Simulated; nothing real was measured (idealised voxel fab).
Herein follows the process module entitled voxel capacitor over wiring.
Section cut is 170 nm wide and gridded with 5 nm square cells.
If you're reading a cross-section in this doc, picture square cells in a grid; it comes to you as bands, top ones listed first down to the bottom, and a band can be one or more rows of cells.
Band: top and bottom heights (nm) first, top before bottom; then materials from left to right, widths in nm. "full width" marks a sole material filling the band edge to edge. "air" denotes empty space.
All heights in this document are referenced to 0, defined as the level beneath which the wafer, as received, consists entirely of one material. The lowest band is not bounded below; it extends indefinitely downward and is written in the form "0 -> down".
Graded width ("30..40"): value in top row of band = first number; value in bottom row = second number; row-to-row change constant.
The cross-section has no changed cell in any step marked "no alterations made".
"Sealed internal cavities": sealed empty spaces, 8 cells or more, no open way to top, listed width x height at distance, with distance from the left edge and width, height and distance in nm.
Where a step's line continues beyond its settings, the continuation is a remark by the simulator itself on that step.
Among the settings permitted on a step's line is "overlay nm"; applied to a step with a mask, it specifies the extent to which the mask lay to the right of its planned position, whereas a negative figure signifies a position to the left.
The steps planned for the process are as follows:
- 1: RECEIVE | material Si
- 2: CONFORMAL_DEP | material SiO2 | thk nm 15
- 3: CONFORMAL_DEP | material SiN | thk nm 5
- 4: DIRECTIONAL_DEP | material SiO2 | thk nm 25
- 5: DIRECTIONAL_DEP | material aC | thk nm 15
- 6: PATTERN | tone open | mask id METAL_1 | material resist | width nm 30 | pitch nm 90 | thk nm 30 | overlay nm 0
- 7: DIRECTIONAL_ETCH | etch materials aC | depth nm 15
- 8: STRIP | etch materials resist
- 9: DIRECTIONAL_ETCH | etch materials SiO2 | depth nm 25
- 10: DIRECTIONAL_ETCH | etch materials SiN | depth nm 5
- 11: STRIP | etch materials aC
- 12: CONFORMAL_DEP | material TiN | thk nm 5
- 13: FILL_DEP | material Cu | thk nm 10
- 14: CMP | height nm 45
- 15: CONFORMAL_DEP | material SiCN | thk nm 5
- 16: DIRECTIONAL_DEP | material SiO2 | thk nm 15
- 17: PATTERN | tone open | mask id PLUG_1 | material resist | width nm 15 | thk nm 20 | overlay nm 0
- 18: DIRECTIONAL_ETCH | etch materials SiO2 | depth nm 15
- 19: DIRECTIONAL_ETCH | etch materials SiCN | depth nm 5
- 20: STRIP | etch materials resist
- 21: CONFORMAL_DEP | material TiN | thk nm 5
- 22: FILL_DEP | material W | thk nm 5
- 23: CMP | height nm 65
- 24: DIRECTIONAL_DEP | material TiN | thk nm 5
- 25: DIRECTIONAL_DEP | material SiN | thk nm 5
- 26: DIRECTIONAL_DEP | material TiN | thk nm 5
- 27: MASKED_ETCH | tone cover | mask id UPPER_PLATE | width nm 65 | etch materials TiN | depth nm 5 | overlay nm 0
- 28: MASKED_ETCH | tone cover | mask id UPPER_PLATE | width nm 65 | etch materials SiN | depth nm 5 | overlay nm 0
- 29: DIRECTIONAL_DEP | material aC | thk nm 15
- 30: PATTERN | tone cover | mask id LOWER_PLATE | material resist | width nm 75 | thk nm 35 | overlay nm 0
- 31: DIRECTIONAL_ETCH | etch materials aC | depth nm 15
- 32: STRIP | etch materials resist
- 33: DIRECTIONAL_ETCH | etch materials TiN | depth nm 5
- 34: STRIP | etch materials aC
- 35: FILL_DEP | material SiO2 | thk nm 15
- 36: CMP | height nm 90
- 37: MASKED_ETCH | tone open | mask id PLUG_2 | width nm 15 | etch materials SiO2 | depth nm 10 | overlay nm 0
- 38: CONFORMAL_DEP | material TiN | thk nm 5
- 39: FILL_DEP | material Cu | thk nm 5
- 40: CMP | height nm 90
- 41: CONFORMAL_DEP | material SiCN | thk nm 5
The first of the two wafers, which ran as planned:
Received-state cross-section, reflecting completion of step 1:
    0 -> down  Si full width
    Sealed internal cavities: none
Wafer section view after processing step 2:
    15 -> 0  SiO2 full width
    Rest of section, below 0: as before.
Wafer section view after processing step 3:
    20 -> 15  SiN full width
    Rest of section, below 15: as before.
Wafer section view after processing step 4:
    45 -> 20  SiO2 full width
    Rest of section, below 20: as before.
Wafer section view after processing step 5:
    60 -> 45  aC full width
    Rest of section, below 45: as before.
Wafer section view after processing step 6:
    90 -> 60  resist (25)  air (30)  resist (60)  air (30)  resist (25)
    Rest of section, below 60: as before.
Wafer section view after processing step 7:
    75 -> 60  resist (25)  air (30)  resist (60)  air (30)  resist (25)
    60 -> 45  aC (25)  air (30)  aC (60)  air (30)  aC (25)
    Rest of section, below 45: as before.
Wafer section view after processing step 8:
    60 -> 45  aC (25)  air (30)  aC (60)  air (30)  aC (25)
    Rest of section, below 45: as before.
Wafer section view after processing step 9:
    60 -> 45  aC (25)  air (30)  aC (60)  air (30)  aC (25)
    45 -> 20  SiO2 (25)  air (30)  SiO2 (60)  air (30)  SiO2 (25)
    Rest of section, below 20: as before.
Wafer section view after processing step 10:
    60 -> 45  aC (25)  air (30)  aC (60)  air (30)  aC (25)
    45 -> 20  SiO2 (25)  air (30)  SiO2 (60)  air (30)  SiO2 (25)
    20 -> 15  SiN (25)  air (30)  SiN (60)  air (30)  SiN (25)
    Rest of section, below 15: as before.
Wafer section view after processing step 11:
    45 -> 20  SiO2 (25)  air (30)  SiO2 (60)  air (30)  SiO2 (25)
    Rest of section, below 20: as before.
Wafer section view after processing step 12:
    50 -> 45  TiN (30)  air (20)  TiN (70)  air (20)  TiN (30)
    45 -> 20  SiO2 (25)  TiN (5)  air (20)  TiN (5)  SiO2 (60)  TiN (5)  air (20)  TiN (5)  SiO2 (25)
    20 -> 15  SiN (25)  TiN (30)  SiN (60)  TiN (30)  SiN (25)
    Rest of section, below 15: as before.
Wafer section view after processing step 13:
    60 -> 50  Cu full width
    50 -> 45  TiN (30)  Cu (20)  TiN (70)  Cu (20)  TiN (30)
    45 -> 20  SiO2 (25)  TiN (5)  Cu (20)  TiN (5)  SiO2 (60)  TiN (5)  Cu (20)  TiN (5)  SiO2 (25)
    Rest of section, below 20: as before.
Wafer section view after processing step 14:
    45 -> 20  SiO2 (25)  TiN (5)  Cu (20)  TiN (5)  SiO2 (60)  TiN (5)  Cu (20)  TiN (5)  SiO2 (25)
    Rest of section, below 20: as before.
Wafer section view after processing step 15:
    50 -> 45  SiCN full width
    Rest of section, below 45: as before.
Wafer section view after processing step 16:
    65 -> 50  SiO2 full width
    Rest of section, below 50: as before.
Wafer section view after processing step 17:
    85 -> 65  resist (40)  air (15)  resist (115)
    Rest of section, below 65: as before.
Wafer section view after processing step 18:
    85 -> 65  resist (40)  air (15)  resist (115)
    65 -> 50  SiO2 (40)  air (15)  SiO2 (115)
    Rest of section, below 50: as before.
Wafer section view after processing step 19:
    85 -> 65  resist (40)  air (15)  resist (115)
    65 -> 50  SiO2 (40)  air (15)  SiO2 (115)
    50 -> 45  SiCN (40)  air (15)  SiCN (115)
    Rest of section, below 45: as before.
Wafer section view after processing step 20:
    65 -> 50  SiO2 (40)  air (15)  SiO2 (115)
    Rest of section, below 50: as before.
Wafer section view after processing step 21:
    70 -> 65  TiN (45)  air (5)  TiN (120)
    65 -> 50  SiO2 (40)  TiN (5)  air (5)  TiN (5)  SiO2 (115)
    50 -> 45  SiCN (40)  TiN (15)  SiCN (115)
    Rest of section, below 45: as before.
Wafer section view after processing step 22:
    75 -> 70  W full width
    70 -> 65  TiN (45)  W (5)  TiN (120)
    65 -> 50  SiO2 (40)  TiN (5)  W (5)  TiN (5)  SiO2 (115)
    Rest of section, below 50: as before.
Wafer section view after processing step 23:
    65 -> 50  SiO2 (40)  TiN (5)  W (5)  TiN (5)  SiO2 (115)
    Rest of section, below 50: as before.
Wafer section view after processing step 24:
    70 -> 65  TiN full width
    Rest of section, below 65: as before.
Wafer section view after processing step 25:
    75 -> 70  SiN full width
    Rest of section, below 70: as before.
Wafer section view after processing step 26:
    80 -> 75  TiN full width
    Rest of section, below 75: as before.
Wafer section view after processing step 27:
    80 -> 75  air (40)  TiN (65)  air (65)
    Rest of section, below 75: as before.
Wafer section view after processing step 28:
    80 -> 75  air (40)  TiN (65)  air (65)
    75 -> 70  air (40)  SiN (65)  air (65)
    Rest of section, below 70: as before.
Wafer section view after processing step 29:
    95 -> 85  air (40)  aC (65)  air (65)
    85 -> 80  aC full width
    80 -> 75  aC (40)  TiN (65)  aC (65)
    75 -> 70  aC (40)  SiN (65)  aC (65)
    Rest of section, below 70: as before.
Wafer section view after processing step 30:
    130 -> 95  air (35)  resist (75)  air (60)
    95 -> 85  air (35)  resist (5)  aC (65)  resist (5)  air (60)
    Rest of section, below 85: as before.
Wafer section view after processing step 31:
    115 -> 95  air (35)  resist (75)  air (60)
    95 -> 85  air (35)  resist (5)  aC (65)  resist (5)  air (60)
    85 -> 80  air (35)  aC (75)  air (60)
    80 -> 75  air (35)  aC (5)  TiN (65)  aC (5)  air (60)
    75 -> 70  air (35)  aC (5)  SiN (65)  aC (5)  air (60)
    Rest of section, below 70: as before.
Wafer section view after processing step 32:
    95 -> 85  air (40)  aC (65)  air (65)
    Rest of section, below 85: as before.
Wafer section view after processing step 33:
    95 -> 85  air (40)  aC (65)  air (65)
    85 -> 80  air (35)  aC (75)  air (60)
    80 -> 75  air (35)  aC (5)  TiN (65)  aC (5)  air (60)
    75 -> 70  air (35)  aC (5)  SiN (65)  aC (5)  air (60)
    70 -> 65  air (35)  TiN (75)  air (60)
    Rest of section, below 65: as before.
Wafer section view after processing step 34:
    80 -> 75  air (40)  TiN (65)  air (65)
    75 -> 70  air (40)  SiN (65)  air (65)
    Rest of section, below 70: as before.
Wafer section view after processing step 35:
    95 -> 80  SiO2 full width
    80 -> 75  SiO2 (40)  TiN (65)  SiO2 (65)
    75 -> 70  SiO2 (40)  SiN (65)  SiO2 (65)
    70 -> 65  SiO2 (35)  TiN (75)  SiO2 (60)
    Rest of section, below 65: as before.
Wafer section view after processing step 36:
    90 -> 80  SiO2 full width
    Rest of section, below 80: as before.
Wafer section view after processing step 37:
    90 -> 80  SiO2 (50)  air (15)  SiO2 (105)
    Rest of section, below 80: as before.
Wafer section view after processing step 38:
    95 -> 90  TiN (55)  air (5)  TiN (110)
    90 -> 85  SiO2 (50)  TiN (5)  air (5)  TiN (5)  SiO2 (105)
    85 -> 75  SiO2 (50..40)  TiN (15..65)  SiO2 (105..65)
    Rest of section, below 75: as before.
Wafer section view after processing step 39:
    100 -> 95  Cu full width
    95 -> 90  TiN (55)  Cu (5)  TiN (110)
    90 -> 85  SiO2 (50)  TiN (5)  Cu (5)  TiN (5)  SiO2 (105)
    Rest of section, below 85: as before.
Wafer section view after processing step 40:
    90 -> 85  SiO2 (50)  TiN (5)  Cu (5)  TiN (5)  SiO2 (105)
    Rest of section, below 85: as before.
Wafer section view after processing step 41:
    95 -> 90  SiCN full width
    Rest of section, below 90: as before.
Companion wafer, the second of two: same beginning, same intended sequence, one mistake in carrying it out; through step 1 inclusive it tracks the first exactly:
Here is the second wafer in cross-section at the point where step 2 of the plan should have been done:
    30 -> 0  SiO2 full width
    Rest of section, below 0: as before.
Here is the second wafer in cross-section at the point where step 3 of the plan should have been done:
    35 -> 30  SiN full width
    Rest of section, below 30: as before.
Here is the second wafer in cross-section at the point where step 4 of the plan should have been done:
    60 -> 35  SiO2 full width
    Rest of section, below 35: as before.
Here is the second wafer in cross-section at the point where step 5 of the plan should have been done:
    75 -> 60  aC full width
    Rest of section, below 60: as before.
Here is the second wafer in cross-section at the point where step 6 of the plan should have been done:
    105 -> 75  resist (25)  air (30)  resist (60)  air (30)  resist (25)
    Rest of section, below 75: as before.
Here is the second wafer in cross-section at the point where step 7 of the plan should have been done:
    90 -> 75  resist (25)  air (30)  resist (60)  air (30)  resist (25)
    75 -> 60  aC (25)  air (30)  aC (60)  air (30)  aC (25)
    Rest of section, below 60: as before.
Here is the second wafer in cross-section at the point where step 8 of the plan should have been done:
    75 -> 60  aC (25)  air (30)  aC (60)  air (30)  aC (25)
    Rest of section, below 60: as before.
Here is the second wafer in cross-section at the point where step 9 of the plan should have been done:
    75 -> 60  aC (25)  air (30)  aC (60)  air (30)  aC (25)
    60 -> 35  SiO2 (25)  air (30)  SiO2 (60)  air (30)  SiO2 (25)
    Rest of section, below 35: as before.
Here is the second wafer in cross-section at the point where step 10 of the plan should have been done:
    75 -> 60  aC (25)  air (30)  aC (60)  air (30)  aC (25)
    60 -> 35  SiO2 (25)  air (30)  SiO2 (60)  air (30)  SiO2 (25)
    35 -> 30  SiN (25)  air (30)  SiN (60)  air (30)  SiN (25)
    Rest of section, below 30: as before.
Here is the second wafer in cross-section at the point where step 11 of the plan should have been done:
    60 -> 35  SiO2 (25)  air (30)  SiO2 (60)  air (30)  SiO2 (25)
    Rest of section, below 35: as before.
Here is the second wafer in cross-section at the point where step 12 of the plan should have been done:
    65 -> 60  TiN (30)  air (20)  TiN (70)  air (20)  TiN (30)
    60 -> 35  SiO2 (25)  TiN (5)  air (20)  TiN (5)  SiO2 (60)  TiN (5)  air (20)  TiN (5)  SiO2 (25)
    35 -> 30  SiN (25)  TiN (30)  SiN (60)  TiN (30)  SiN (25)
    Rest of section, below 30: as before.
Here is the second wafer in cross-section at the point where step 13 of the plan should have been done:
    75 -> 65  Cu full width
    65 -> 60  TiN (30)  Cu (20)  TiN (70)  Cu (20)  TiN (30)
    60 -> 35  SiO2 (25)  TiN (5)  Cu (20)  TiN (5)  SiO2 (60)  TiN (5)  Cu (20)  TiN (5)  SiO2 (25)
    Rest of section, below 35: as before.
Here is the second wafer in cross-section at the point where step 14 of the plan should have been done:
    45 -> 35  SiO2 (25)  TiN (5)  Cu (20)  TiN (5)  SiO2 (60)  TiN (5)  Cu (20)  TiN (5)  SiO2 (25)
    Rest of section, below 35: as before.
Here is the second wafer in cross-section at the point where step 15 of the plan should have been done:
    50 -> 45  SiCN full width
    Rest of section, below 45: as before.
Here is the second wafer in cross-section at the point where step 16 of the plan should have been done:
    65 -> 50  SiO2 full width
    Rest of section, below 50: as before.
Here is the second wafer in cross-section at the point where step 17 of the plan should have been done:
    85 -> 65  resist (40)  air (15)  resist (115)
    Rest of section, below 65: as before.
Here is the second wafer in cross-section at the point where step 18 of the plan should have been done:
    85 -> 65  resist (40)  air (15)  resist (115)
    65 -> 50  SiO2 (40)  air (15)  SiO2 (115)
    Rest of section, below 50: as before.
Here is the second wafer in cross-section at the point where step 19 of the plan should have been done:
    85 -> 65  resist (40)  air (15)  resist (115)
    65 -> 50  SiO2 (40)  air (15)  SiO2 (115)
    50 -> 45  SiCN (40)  air (15)  SiCN (115)
    Rest of section, below 45: as before.
Here is the second wafer in cross-section at the point where step 20 of the plan should have been done:
    65 -> 50  SiO2 (40)  air (15)  SiO2 (115)
    Rest of section, below 50: as before.
Here is the second wafer in cross-section at the point where step 21 of the plan should have been done:
    70 -> 65  TiN (45)  air (5)  TiN (120)
    65 -> 50  SiO2 (40)  TiN (5)  air (5)  TiN (5)  SiO2 (115)
    50 -> 45  SiCN (40)  TiN (15)  SiCN (115)
    Rest of section, below 45: as before.
Here is the second wafer in cross-section at the point where step 22 of the plan should have been done:
    75 -> 70  W full width
    70 -> 65  TiN (45)  W (5)  TiN (120)
    65 -> 50  SiO2 (40)  TiN (5)  W (5)  TiN (5)  SiO2 (115)
    Rest of section, below 50: as before.
Here is the second wafer in cross-section at the point where step 23 of the plan should have been done:
    65 -> 50  SiO2 (40)  TiN (5)  W (5)  TiN (5)  SiO2 (115)
    Rest of section, below 50: as before.
Here is the second wafer in cross-section at the point where step 24 of the plan should have been done:
    70 -> 65  TiN full width
    Rest of section, below 65: as before.
Here is the second wafer in cross-section at the point where step 25 of the plan should have been done:
    75 -> 70  SiN full width
    Rest of section, below 70: as before.
Here is the second wafer in cross-section at the point where step 26 of the plan should have been done:
    80 -> 75  TiN full width
    Rest of section, below 75: as before.
Here is the second wafer in cross-section at the point where step 27 of the plan should have been done:
    80 -> 75  air (40)  TiN (65)  air (65)
    Rest of section, below 75: as before.
Here is the second wafer in cross-section at the point where step 28 of the plan should have been done:
    80 -> 75  air (40)  TiN (65)  air (65)
    75 -> 70  air (40)  SiN (65)  air (65)
    Rest of section, below 70: as before.
Here is the second wafer in cross-section at the point where step 29 of the plan should have been done:
    95 -> 85  air (40)  aC (65)  air (65)
    85 -> 80  aC full width
    80 -> 75  aC (40)  TiN (65)  aC (65)
    75 -> 70  aC (40)  SiN (65)  aC (65)
    Rest of section, below 70: as before.
Here is the second wafer in cross-section at the point where step 30 of the plan should have been done:
    130 -> 95  air (35)  resist (75)  air (60)
    95 -> 85  air (35)  resist (5)  aC (65)  resist (5)  air (60)
    Rest of section, below 85: as before.
Here is the second wafer in cross-section at the point where step 31 of the plan should have been done:
    115 -> 95  air (35)  resist (75)  air (60)
    95 -> 85  air (35)  resist (5)  aC (65)  resist (5)  air (60)
    85 -> 80  air (35)  aC (75)  air (60)
    80 -> 75  air (35)  aC (5)  TiN (65)  aC (5)  air (60)
    75 -> 70  air (35)  aC (5)  SiN (65)  aC (5)  air (60)
    Rest of section, below 70: as before.
Here is the second wafer in cross-section at the point where step 32 of the plan should have been done:
    95 -> 85  air (40)  aC (65)  air (65)
    Rest of section, below 85: as before.
Here is the second wafer in cross-section at the point where step 33 of the plan should have been done:
    95 -> 85  air (40)  aC (65)  air (65)
    85 -> 80  air (35)  aC (75)  air (60)
    80 -> 75  air (35)  aC (5)  TiN (65)  aC (5)  air (60)
    75 -> 70  air (35)  aC (5)  SiN (65)  aC (5)  air (60)
    70 -> 65  air (35)  TiN (75)  air (60)
    Rest of section, below 65: as before.
Here is the second wafer in cross-section at the point where step 34 of the plan should have been done:
    80 -> 75  air (40)  TiN (65)  air (65)
    75 -> 70  air (40)  SiN (65)  air (65)
    Rest of section, below 70: as before.
Here is the second wafer in cross-section at the point where step 35 of the plan should have been done:
    95 -> 80  SiO2 full width
    80 -> 75  SiO2 (40)  TiN (65)  SiO2 (65)
    75 -> 70  SiO2 (40)  SiN (65)  SiO2 (65)
    70 -> 65  SiO2 (35)  TiN (75)  SiO2 (60)
    Rest of section, below 65: as before.
Here is the second wafer in cross-section at the point where step 36 of the plan should have been done:
    90 -> 80  SiO2 full width
    Rest of section, below 80: as before.
Here is the second wafer in cross-section at the point where step 37 of the plan should have been done:
    90 -> 80  SiO2 (50)  air (15)  SiO2 (105)
    Rest of section, below 80: as before.
Here is the second wafer in cross-section at the point where step 38 of the plan should have been done:
    95 -> 90  TiN (55)  air (5)  TiN (110)
    90 -> 85  SiO2 (50)  TiN (5)  air (5)  TiN (5)  SiO2 (105)
    85 -> 75  SiO2 (50..40)  TiN (15..65)  SiO2 (105..65)
    Rest of section, below 75: as before.
Here is the second wafer in cross-section at the point where step 39 of the plan should have been done:
    100 -> 95  Cu full width
    95 -> 90  TiN (55)  Cu (5)  TiN (110)
    90 -> 85  SiO2 (50)  TiN (5)  Cu (5)  TiN (5)  SiO2 (105)
    Rest of section, below 85: as before.
Here is the second wafer in cross-section at the point where step 40 of the plan should have been done:
    90 -> 85  SiO2 (50)  TiN (5)  Cu (5)  TiN (5)  SiO2 (105)
    Rest of section, below 85: as before.
Here is the second wafer in cross-section at the point where step 41 of the plan should have been done:
    95 -> 90  SiCN full width
    Rest of section, below 90: as before.
Heads up, the wafer didn't run the way we planned it: step 2, plan: ran twice
The closing comparison, in cells, has the second wafer with more or fewer of some materials than the first: -24 Cu | +36 SiO2 | -12 TiN
